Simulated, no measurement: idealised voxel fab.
Module name: voxel wiring stack (process module)
Pictured: cross-section cut, 205 nm wide, on a grid of 5 nm square cells.
The cross-sections in this document take the form of a grid made of square cells. They are written out as bands, in order from top to bottom. Each band consists of one or more rows of cells.
Per band: top height and bottom height in nm, followed by the left-to-right materials and their widths in nm; "all across" marks a single material spanning edge to edge, "air" marks empty space.
Beneath 0, the wafer as received is one material, and that level is where height counting begins. The lowest band goes on downward without a bottom; it is written like "0 down".
A width given as "30->40" starts at the first number in the band's top row and ends at the second number in its bottom row, shifting by an equal amount at every step from row to row.
"changes: none" means the step left every cell of the cross-section as it was.
Empty spaces without an open route to the top, at least 8 cells in extent, make up the entry "Closed void register"; each is given as width x height at distance, where the distance is measured from the left edge, and all are in nm.
What comes after the settings on a step's line is commentary from the simulator itself on that step.
overlay nm, on a step with a mask: how far to the right of its planned place the mask lay; to the left if negative
## Listed below are the process steps as planned
| 1 | RECEIVE with material Si |
| 2 | CONFORMAL_DEP with material SiO2, thk nm 10 |
| 3 | CONFORMAL_DEP with material SiCN, thk nm 5 |
| 4 | DIRECTIONAL_DEP with material SiO2, thk nm 25 |
| 5 | PATTERN with tone open, mask id METAL_1, material resist, width nm 25, pitch nm 40, thk nm 20, overlay nm 0 |
| 6 | DIRECTIONAL_ETCH with etch materials SiO2, depth nm 25 |
| 7 | DIRECTIONAL_ETCH with etch materials SiCN, depth nm 5 |
| 8 | STRIP with etch materials resist |
| 9 | CONFORMAL_DEP with material TiN, thk nm 5 |
| 10 | FILL_DEP with material Cu, thk nm 10 |
| 11 | CMP with height nm 40 |
| 12 | CONFORMAL_DEP with material SiCN, thk nm 5 |
| 13 | DIRECTIONAL_DEP with material SiO2, thk nm 15 |
| 14 | DIRECTIONAL_DEP with material aC, thk nm 15 |
| 15 | PATTERN with tone open, mask id PLUG_1, material resist, width nm 15, thk nm 30, overlay nm 0 |
| 16 | DIRECTIONAL_ETCH with etch materials aC, depth nm 15 |
| 17 | STRIP with etch materials resist |
| 18 | DIRECTIONAL_ETCH with etch materials SiO2, depth nm 15 |
| 19 | DIRECTIONAL_ETCH with etch materials SiCN, depth nm 5 |
| 20 | STRIP with etch materials aC |
| 21 | EPI with material Ru, thk nm 10 |
| 22 | EPI with material Ru, thk nm 10 |
| 23 | DIRECTIONAL_DEP with material TiN, thk nm 5 |
| 24 | DIRECTIONAL_DEP with material Ru, thk nm 15 |
| 25 | DIRECTIONAL_DEP with material aC, thk nm 10 |
| 26 | PATTERN with tone cover, mask id METAL_2, material resist, width nm 25, pitch nm 40, thk nm 25, overlay nm 0 |
| 27 | DIRECTIONAL_ETCH with etch materials aC, depth nm 10 |
| 28 | STRIP with etch materials resist |
| 29 | DIRECTIONAL_ETCH with etch materials Ru, depth nm 15 |
| 30 | DIRECTIONAL_ETCH with etch materials TiN, depth nm 5 |
| 31 | STRIP with etch materials aC |
| 32 | CONFORMAL_DEP with material SiCN, thk nm 5 |
| 33 | FILL_DEP with material SiO2, thk nm 10 |
| 34 | CMP with height nm 80 |
| 35 | CONFORMAL_DEP with material SiN, thk nm 5 |
## The first of a set of two wafers, run to plan
## Cross-section, incoming material, after step 1
0 down: Si all across
Closed void register: none
## State of the wafer after step 2, shown in cross-section
10 to 0: SiO2 all across
At heights below 0, the structure remains unaltered.
## State of the wafer after step 3, shown in cross-section
15 to 10: SiCN all across
At heights below 10, the structure remains unaltered.
## State of the wafer after step 4, shown in cross-section
40 to 15: SiO2 all across
At heights below 15, the structure remains unaltered.
## State of the wafer after step 5, shown in cross-section
60 to 40: resist (70) | air (25) | resist (15) | air (25) | resist (70)
At heights below 40, the structure remains unaltered.
## State of the wafer after step 6, shown in cross-section
60 to 40: resist (70) | air (25) | resist (15) | air (25) | resist (70)
40 to 15: SiO2 (70) | air (25) | SiO2 (15) | air (25) | SiO2 (70)
At heights below 15, the structure remains unaltered.
## State of the wafer after step 7, shown in cross-section
60 to 40: resist (70) | air (25) | resist (15) | air (25) | resist (70)
40 to 15: SiO2 (70) | air (25) | SiO2 (15) | air (25) | SiO2 (70)
15 to 10: SiCN (70) | air (25) | SiCN (15) | air (25) | SiCN (70)
At heights below 10, the structure remains unaltered.
## State of the wafer after step 8, shown in cross-section
40 to 15: SiO2 (70) | air (25) | SiO2 (15) | air (25) | SiO2 (70)
At heights below 15, the structure remains unaltered.
## State of the wafer after step 9, shown in cross-section
45 to 40: TiN (75) | air (15) | TiN (25) | air (15) | TiN (75)
40 to 15: SiO2 (70) | TiN (5) | air (15) | TiN (5) | SiO2 (15) | TiN (5) | air (15) | TiN (5) | SiO2 (70)
15 to 10: SiCN (70) | TiN (25) | SiCN (15) | TiN (25) | SiCN (70)
At heights below 10, the structure remains unaltered.
## State of the wafer after step 10, shown in cross-section
55 to 45: Cu all across
45 to 40: TiN (75) | Cu (15) | TiN (25) | Cu (15) | TiN (75)
40 to 15: SiO2 (70) | TiN (5) | Cu (15) | TiN (5) | SiO2 (15) | TiN (5) | Cu (15) | TiN (5) | SiO2 (70)
At heights below 15, the structure remains unaltered.
## State of the wafer after step 11, shown in cross-section
40 to 15: SiO2 (70) | TiN (5) | Cu (15) | TiN (5) | SiO2 (15) | TiN (5) | Cu (15) | TiN (5) | SiO2 (70)
At heights below 15, the structure remains unaltered.
## State of the wafer after step 12, shown in cross-section
45 to 40: SiCN all across
At heights below 40, the structure remains unaltered.
## State of the wafer after step 13, shown in cross-section
60 to 45: SiO2 all across
At heights below 45, the structure remains unaltered.
## State of the wafer after step 14, shown in cross-section
75 to 60: aC all across
At heights below 60, the structure remains unaltered.
## State of the wafer after step 15, shown in cross-section
105 to 75: resist (70) | air (15) | resist (120)
At heights below 75, the structure remains unaltered.
## State of the wafer after step 16, shown in cross-section
90 to 75: resist (70) | air (15) | resist (120)
75 to 60: aC (70) | air (15) | aC (120)
At heights below 60, the structure remains unaltered.
## State of the wafer after step 17, shown in cross-section
75 to 60: aC (70) | air (15) | aC (120)
At heights below 60, the structure remains unaltered.
## State of the wafer after step 18, shown in cross-section
75 to 60: aC (70) | air (15) | aC (120)
60 to 45: SiO2 (70) | air (15) | SiO2 (120)
At heights below 45, the structure remains unaltered.
## State of the wafer after step 19, shown in cross-section
75 to 60: aC (70) | air (15) | aC (120)
60 to 45: SiO2 (70) | air (15) | SiO2 (120)
45 to 40: SiCN (70) | air (15) | SiCN (120)
At heights below 40, the structure remains unaltered.
## State of the wafer after step 20, shown in cross-section
60 to 45: SiO2 (70) | air (15) | SiO2 (120)
At heights below 45, the structure remains unaltered.
## State of the wafer after step 21, shown in cross-section
60 to 50: SiO2 (70) | air (15) | SiO2 (120)
50 to 45: SiO2 (70) | Ru (15) | SiO2 (120)
45 to 40: SiCN (70) | Ru (15) | SiCN (120)
At heights below 40, the structure remains unaltered.
## State of the wafer after step 22, shown in cross-section
60 to 45: SiO2 (70) | Ru (15) | SiO2 (120)
At heights below 45, the structure remains unaltered.
## State of the wafer after step 23, shown in cross-section
65 to 60: TiN all across
At heights below 60, the structure remains unaltered.
## State of the wafer after step 24, shown in cross-section
80 to 65: Ru all across
At heights below 65, the structure remains unaltered.
## State of the wafer after step 25, shown in cross-section
90 to 80: aC all across
At heights below 80, the structure remains unaltered.
## State of the wafer after step 26, shown in cross-section
115 to 90: air (70) | resist (25) | air (15) | resist (25) | air (70)
At heights below 90, the structure remains unaltered.
## State of the wafer after step 27, shown in cross-section
105 to 90: air (70) | resist (25) | air (15) | resist (25) | air (70)
90 to 80: air (70) | aC (25) | air (15) | aC (25) | air (70)
At heights below 80, the structure remains unaltered.
## State of the wafer after step 28, shown in cross-section
90 to 80: air (70) | aC (25) | air (15) | aC (25) | air (70)
At heights below 80, the structure remains unaltered.
## State of the wafer after step 29, shown in cross-section
90 to 80: air (70) | aC (25) | air (15) | aC (25) | air (70)
80 to 65: air (70) | Ru (25) | air (15) | Ru (25) | air (70)
At heights below 65, the structure remains unaltered.
## State of the wafer after step 30, shown in cross-section
90 to 80: air (70) | aC (25) | air (15) | aC (25) | air (70)
80 to 65: air (70) | Ru (25) | air (15) | Ru (25) | air (70)
65 to 60: air (70) | TiN (25) | air (15) | TiN (25) | air (70)
At heights below 60, the structure remains unaltered.
## State of the wafer after step 31, shown in cross-section
80 to 65: air (70) | Ru (25) | air (15) | Ru (25) | air (70)
At heights below 65, the structure remains unaltered.
## State of the wafer after step 32, shown in cross-section
85 to 80: air (65) | SiCN (35) | air (5) | SiCN (35) | air (65)
80 to 65: air (65) | SiCN (5) | Ru (25) | SiCN (5) | air (5) | SiCN (5) | Ru (25) | SiCN (5) | air (65)
65 to 60: SiCN (70) | TiN (25) | SiCN (15) | TiN (25) | SiCN (70)
At heights below 60, the structure remains unaltered.
## State of the wafer after step 33, shown in cross-section
95 to 85: SiO2 all across
85 to 80: SiO2 (65) | SiCN (35) | SiO2 (5) | SiCN (35) | SiO2 (65)
80 to 65: SiO2 (65) | SiCN (5) | Ru (25) | SiCN (5) | SiO2 (5) | SiCN (5) | Ru (25) | SiCN (5) | SiO2 (65)
At heights below 65, the structure remains unaltered.
## State of the wafer after step 34, shown in cross-section
80 to 65: SiO2 (65) | SiCN (5) | Ru (25) | SiCN (5) | SiO2 (5) | SiCN (5) | Ru (25) | SiCN (5) | SiO2 (65)
At heights below 65, the structure remains unaltered.
## State of the wafer after step 35, shown in cross-section
85 to 80: SiN all across
At heights below 80, the structure remains unaltered.
## Wafer two. Same start, same plan, one slip in execution. Same as wafer one through step 14, inclusive
## Second wafer, section view, time point: scheduled end of step 15
105 to 75: air (70) | resist (15) | air (120)
At heights below 75, the structure remains unaltered.
## Second wafer, section view, time point: scheduled end of step 16
90 to 75: air (70) | resist (15) | air (120)
75 to 60: air (70) | aC (15) | air (120)
At heights below 60, the structure remains unaltered.
## Second wafer, section view, time point: scheduled end of step 17
75 to 60: air (70) | aC (15) | air (120)
At heights below 60, the structure remains unaltered.
## Second wafer, section view, time point: scheduled end of step 18
75 to 60: air (70) | aC (15) | air (120)
60 to 45: air (70) | SiO2 (15) | air (120)
At heights below 45, the structure remains unaltered.
## Second wafer, section view, time point: scheduled end of step 19
75 to 60: air (70) | aC (15) | air (120)
60 to 45: air (70) | SiO2 (15) | air (120)
45 to 40: air (70) | SiCN (15) | air (120)
At heights below 40, the structure remains unaltered.
## Second wafer, section view, time point: scheduled end of step 20
60 to 45: air (70) | SiO2 (15) | air (120)
At heights below 45, the structure remains unaltered.
## Second wafer, section view, time point: scheduled end of step 21
60 to 50: air (70) | SiO2 (15) | air (120)
50 to 45: air (70) | SiO2 (15) | Ru (60) | air (60)
45 to 40: air (70) | SiCN (15) | Ru (60) | air (60)
At heights below 40, the structure remains unaltered.
## Second wafer, section view, time point: scheduled end of step 22
60 to 45: air (70) | SiO2 (15) | Ru (70) | air (50)
45 to 40: air (70) | SiCN (15) | Ru (70) | air (50)
At heights below 40, the structure remains unaltered.
## Second wafer, section view, time point: scheduled end of step 23
65 to 60: air (70) | TiN (85) | air (50)
60 to 45: air (70) | SiO2 (15) | Ru (70) | air (50)
45 to 40: TiN (70) | SiCN (15) | Ru (70) | TiN (50)
At heights below 40, the structure remains unaltered.
## Second wafer, section view, time point: scheduled end of step 24
80 to 65: air (70) | Ru (85) | air (50)
65 to 60: air (70) | TiN (85) | air (50)
60 to 45: Ru (70) | SiO2 (15) | Ru (120)
At heights below 45, the structure remains unaltered.
## Second wafer, section view, time point: scheduled end of step 25
90 to 80: air (70) | aC (85) | air (50)
80 to 70: air (70) | Ru (85) | air (50)
70 to 65: aC (70) | Ru (85) | aC (50)
65 to 60: aC (70) | TiN (85) | aC (50)
At heights below 60, the structure remains unaltered.
## Second wafer, section view, time point: scheduled end of step 26
115 to 90: air (70) | resist (25) | air (15) | resist (25) | air (70)
At heights below 90, the structure remains unaltered.
## Second wafer, section view, time point: scheduled end of step 27
105 to 90: air (70) | resist (25) | air (15) | resist (25) | air (70)
90 to 80: air (70) | aC (25) | air (15) | aC (25) | air (70)
80 to 65: air (70) | Ru (85) | air (50)
65 to 60: air (70) | TiN (85) | air (50)
At heights below 60, the structure remains unaltered.
## Second wafer, section view, time point: scheduled end of step 28
90 to 80: air (70) | aC (25) | air (15) | aC (25) | air (70)
At heights below 80, the structure remains unaltered.
## Second wafer, section view, time point: scheduled end of step 29
90 to 80: air (70) | aC (25) | air (15) | aC (25) | air (70)
80 to 65: air (70) | Ru (25) | air (15) | Ru (25) | air (70)
65 to 60: air (70) | TiN (85) | air (50)
60 to 45: air (70) | SiO2 (15) | Ru (70) | air (50)
At heights below 45, the structure remains unaltered.
## Second wafer, section view, time point: scheduled end of step 30
90 to 80: air (70) | aC (25) | air (15) | aC (25) | air (70)
80 to 65: air (70) | Ru (25) | air (15) | Ru (25) | air (70)
65 to 60: air (70) | TiN (25) | air (15) | TiN (25) | air (70)
60 to 45: air (70) | SiO2 (15) | Ru (70) | air (50)
45 to 40: air (70) | SiCN (15) | Ru (70) | air (50)
At heights below 40, the structure remains unaltered.
## Second wafer, section view, time point: scheduled end of step 31
80 to 65: air (70) | Ru (25) | air (15) | Ru (25) | air (70)
At heights below 65, the structure remains unaltered.
## Second wafer, section view, time point: scheduled end of step 32
85 to 80: air (65) | SiCN (35) | air (5) | SiCN (35) | air (65)
80 to 65: air (65) | SiCN (5) | Ru (25) | SiCN (5) | air (5) | SiCN (5) | Ru (25) | SiCN (5) | air (65)
65 to 60: air (65) | SiCN (5) | TiN (25) | SiCN (15) | TiN (25) | SiCN (25) | air (45)
60 to 45: air (65) | SiCN (5) | SiO2 (15) | Ru (70) | SiCN (5) | air (45)
45 to 40: SiCN (85) | Ru (70) | SiCN (50)
At heights below 40, the structure remains unaltered.
## Second wafer, section view, time point: scheduled end of step 33
95 to 85: SiO2 all across
85 to 80: SiO2 (65) | SiCN (35) | SiO2 (5) | SiCN (35) | SiO2 (65)
80 to 65: SiO2 (65) | SiCN (5) | Ru (25) | SiCN (5) | SiO2 (5) | SiCN (5) | Ru (25) | SiCN (5) | SiO2 (65)
65 to 60: SiO2 (65) | SiCN (5) | TiN (25) | SiCN (15) | TiN (25) | SiCN (25) | SiO2 (45)
60 to 45: SiO2 (65) | SiCN (5) | SiO2 (15) | Ru (70) | SiCN (5) | SiO2 (45)
At heights below 45, the structure remains unaltered.
## Second wafer, section view, time point: scheduled end of step 34
80 to 65: SiO2 (65) | SiCN (5) | Ru (25) | SiCN (5) | SiO2 (5) | SiCN (5) | Ru (25) | SiCN (5) | SiO2 (65)
At heights below 65, the structure remains unaltered.
## Second wafer, section view, time point: scheduled end of step 35
85 to 80: SiN all across
At heights below 80, the structure remains unaltered.
Heads up, the wafer didn't run the way we planned it: heads up, step 15 didn't go per plan, it actually ran as PATTERN with tone cover, mask id PLUG_1, material resist, width nm 15, thk nm 30, overlay nm 0
It is noted that, at the conclusion of processing, the second wafer exhibits a higher or lower cell count for certain materials relative to the first: 44 more of Ru | 27 fewer of SiCN | 17 fewer of SiO2
